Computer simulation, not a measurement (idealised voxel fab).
Process module name: voxel lift off
Xsec cut, 185 nm wide, square cell size 5 nm.
In this document a cross-section is written as a grid of square cells. It is given as a series of bands, listed from the top down, and a band is one or more rows of cells.
Heights first: top, then bottom, in nm. Then materials, left to right, each with a width in nm. "everywhere" on a single material: fills the band edge to edge. "blank": empty space.
Height is counted from the level 0, under which the received wafer is composed throughout of one material. The lowest of the bands is not closed at the bottom but continues downward, in the notation "0 -> down".
A width given as "30 to 40" starts at the first number in the band's top row and ends at the second number in its bottom row, shifting by an equal amount at every step from row to row.
Basically "stayed the same" means that step didn't change any cell in the cross-section.
Closed void entries: empty space of 8 cells or more with no open way to the top, each as width x height at its distance from the left edge, in nm
Step line, after settings: the simulator's comment on this step.
The optional step-line setting "overlay nm" applies to steps with a mask and quantifies how far to the right of its planned location the mask lay, a negative value indicating leftward placement.
Process steps - plan:
1. RECEIVE,material Si
2. CONFORMAL_DEP,material SiO2,thk nm 15
3. PATTERN,tone open,mask id LINES,material resist,width nm 25,pitch nm 55,thk nm 25,overlay nm 0
4. DIRECTIONAL_DEP,material Ru,thk nm 10
5. STRIP,etch materials resist
6. CONFORMAL_DEP,material SiO2,thk nm 10
Incoming wafer, cross-sectional view, post step 1:
> 0 -> down = Si everywhere
> Closed void entries: none
Final wafer profile in cross-section after the module, from the same start and plan as above, with one mistake made during processing:
> 35 -> 25 = blank 35 nm  SiO2 110 nm  blank 40 nm
> 25 -> 15 = SiO2 45 nm  Ru 35 nm  SiO2 20 nm  Ru 35 nm  SiO2 50 nm
> 15 -> 0 = SiO2 everywhere
> 0 -> down = Si everywhere
> Closed void entries: none
Error vs. plan: step 3 was processed under conditions differing from the plan, specifically as PATTERN,tone open,mask id LINES,material resist,width nm 35,pitch nm 55,thk nm 25,overlay nm 0
